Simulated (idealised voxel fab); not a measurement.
voxel self aligned vias: a process module
cross-section cut | 170 nm wide | cells 5 nm
In what follows, cross-sections appear as grids of square cells, described through bands that run from the top down, where every band is one or more rows of cells. For a band, the entry starts with two heights in nm, that of the top and then that of the bottom, and carries on with the band's materials in order from left to right, each alongside its width in nm; the word "edge to edge" beside a single material means it fills the band edge to edge, and "air" means empty space. Measure heights from 0. That's the level where, below it, the as-received wafer is all one material. The lowest band is bottomless and extends downward; write it as in "0 nm and below". The notation "30 to 40" denotes a width that varies across the rows of cells in the band, beginning at the first number in the top row, finishing at the second number in the bottom row, and changing by an identical amount from each row to the next. The designation "no change", where it is given for a processing step, indicates that no cell of the cross-section was altered in the course of that step. The entry titled "Enclosed void inventory" provides the empty spaces that have no open way to the top, restricted to those of 8 cells or more. Each is presented as width x height at distance, the distance being measured from the left edge, with all three in nm. Whatever follows a step's settings on its line is a remark the simulator itself makes about that step. Among the settings permitted on a step's line is "overlay nm"; applied to a step with a mask, it specifies the extent to which the mask lay to the right of its planned position, whereas a negative figure signifies a position to the left.

-- Set out below are the planned steps of the process
1) RECEIVE with material Si
2) CONFORMAL_DEP with material SiO2, thk nm 10
3) CONFORMAL_DEP with material SiCN, thk nm 5
4) DIRECTIONAL_DEP with material lowk, thk nm 20
5) MASKED_ETCH with tone open, mask id LINES, width nm 30, pitch nm 80, etch materials lowk, depth nm 20, overlay nm 0
6) CONFORMAL_DEP with material TiN, thk nm 5
7) FILL_DEP with material Ru, thk nm 10
8) CMP with height nm 35
9) SELECTIVE_ETCH with etch materials W Ru TiN, depth nm 5
10) FILL_DEP with material SiN, thk nm 5
11) CMP with height nm 35
12) DIRECTIONAL_DEP with material lowk, thk nm 20
13) DIRECTIONAL_DEP with material aC, thk nm 10
14) PATTERN with tone open, mask id VIAS, material resist, width nm 50, thk nm 30, overlay nm 0
15) DIRECTIONAL_ETCH with etch materials aC, depth nm 10
16) STRIP with etch materials resist
17) DIRECTIONAL_ETCH with etch materials lowk, depth nm 20
18) DIRECTIONAL_ETCH with etch materials SiN, depth nm 5
19) STRIP with etch materials aC
20) CONFORMAL_DEP with material TiN, thk nm 5
21) FILL_DEP with material Ru, thk nm 10
22) CMP with height nm 55
23) CONFORMAL_DEP with material SiCN, thk nm 5

-- Received-state cross-section, reflecting completion of step 1
	0 nm and below | Si edge to edge
	Enclosed void inventory: none

-- The first of the two wafers as seen in cross-section once the module was finished; processing followed the plan
	60 nm to 55 nm | SiCN edge to edge
	55 nm to 40 nm | 20 of lowk / 5 of TiN / 40 of Ru / 5 of TiN / 100 of lowk
	40 nm to 35 nm | 20 of lowk / 15 of TiN / 20 of Ru / 15 of TiN / 100 of lowk
	35 nm to 30 nm | 30 of lowk / 30 of TiN / 50 of lowk / 30 of SiN / 30 of lowk
	30 nm to 20 nm | 30 of lowk / 5 of TiN / 20 of Ru / 5 of TiN / 50 of lowk / 5 of TiN / 20 of Ru / 5 of TiN / 30 of lowk
	20 nm to 15 nm | 30 of lowk / 30 of TiN / 50 of lowk / 30 of TiN / 30 of lowk
	15 nm to 10 nm | SiCN edge to edge
	10 nm to 0 nm | SiO2 edge to edge
	0 nm and below | Si edge to edge
	Enclosed void inventory: none

-- Cross-section, second wafer: same start as the first, same plan as the first, one mistake in running it; taken at the end of the module
	60 nm to 55 nm | SiCN edge to edge
	55 nm to 40 nm | 20 of lowk / 5 of TiN / 40 of Ru / 5 of TiN / 100 of lowk
	40 nm to 35 nm | 20 of lowk / 50 of TiN / 100 of lowk
	35 nm to 30 nm | 20 of SiN / 10 of TiN / 30 of lowk / 10 of TiN / 40 of SiN / 30 of lowk / 30 of SiN
	30 nm to 20 nm | 25 of Ru / 5 of TiN / 30 of lowk / 5 of TiN / 40 of Ru / 5 of TiN / 30 of lowk / 5 of TiN / 25 of Ru
	20 nm to 15 nm | 30 of TiN / 30 of lowk / 50 of TiN / 30 of lowk / 30 of TiN
	15 nm to 10 nm | SiCN edge to edge
	10 nm to 0 nm | SiO2 edge to edge
	0 nm and below | Si edge to edge
	Enclosed void inventory: none
It is concluded that the wafer was processed incorrectly with respect to the plan, in that step 5 was run on a setting that differed from the plan, and what really ran there is MASKED_ETCH with tone cover, mask id LINES, width nm 30, pitch nm 80, etch materials lowk, depth nm 20, overlay nm 0
FYI, end of process, the second wafer has more or fewer cells of some materials than the first: Ru +16 | SiN +12 | TiN +12 | lowk -40
